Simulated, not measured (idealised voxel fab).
process module | voxel ribs on slabs
cross-section cut | 265 nm wide | cells 5 nm
A cross-section is a grid of square cells, given in bands from the top down. A band is one or more rows of cells.
Each band's line starts with the height of the band's top and of its bottom, in nm. Then come its materials from left to right, each with its width in nm. One material with "throughout" fills the band from edge to edge. "air" is empty space.
Height 0 is the level under which the wafer as received is all one material. The lowest band goes on downwards, as in "0 down".
A width such as "30 to 40" changes by the same amount from each row of cells to the next, from the band's top row to its bottom row.
"no change" after a step means that no cell of the cross-section changed.
closed voids: empty space of 8 cells or more with no open way to the top, each as width x height at its distance from the left edge, in nm
after a step's settings: what the simulator itself notes on the step
overlay nm, on a step with a mask: how far to the right of its planned place the mask lay; to the left if negative
plan
1 op RECEIVE | material Si
2 op DIRECTIONAL_DEP | material SiO2 | thk nm 20
3 op DIRECTIONAL_DEP | material polySi | thk nm 20
4 op DIRECTIONAL_DEP | material aC | thk nm 15
5 op PATTERN | tone cover | mask id RIB | material resist | width nm 20 | thk nm 30 | overlay nm 0
6 op DIRECTIONAL_ETCH | etch materials aC | depth nm 15
7 op STRIP | etch materials resist
8 op DIRECTIONAL_ETCH | etch materials polySi | depth nm 10
9 op STRIP | etch materials aC
10 op MASKED_ETCH | tone cover | mask id SLAB | width nm 50 | etch materials polySi | depth nm 10 | overlay nm 0
11 op FILL_DEP | material SiO2 | thk nm 15
12 op CMP | height nm 50
13 op DIRECTIONAL_DEP | material W | thk nm 10
14 op MASKED_ETCH | tone cover | mask id HEATER | width nm 30 | etch materials W | depth nm 10 | overlay nm 0
15 op CONFORMAL_DEP | material SiN | thk nm 5
as received, after step 1
  0 down: Si throughout
  closed voids: none
first wafer at the end, as planned
  65 to 60: air 110 | SiN 40 | air 115
  60 to 55: air 110 | SiN 5 | W 30 | SiN 5 | air 115
  55 to 50: SiN 115 | W 30 | SiN 120
  50 to 40: SiO2 throughout
  40 to 30: SiO2 120 | polySi 20 | SiO2 125
  30 to 20: SiO2 105 | polySi 50 | SiO2 110
  20 to 0: SiO2 throughout
  0 down: Si throughout
  closed voids: none
second wafer at the end: like start, like plan, one mistake
  65 to 60: air 110 | SiN 40 | air 115
  60 to 55: air 110 | SiN 5 | W 30 | SiN 5 | air 115
  55 to 50: SiN 115 | W 30 | SiN 120
  50 to 40: SiO2 throughout
  40 to 30: SiO2 120 | polySi 20 | SiO2 125
  30 to 20: SiO2 105 | polySi 50 | SiO2 110
  20 to 0: W throughout
  0 down: Si throughout
  closed voids: none
what went wrong: step 2 ran as: op DIRECTIONAL_DEP | material W | thk nm 20
at the end the second wafer has, in cells: 212 fewer of SiO2 | 212 more of W
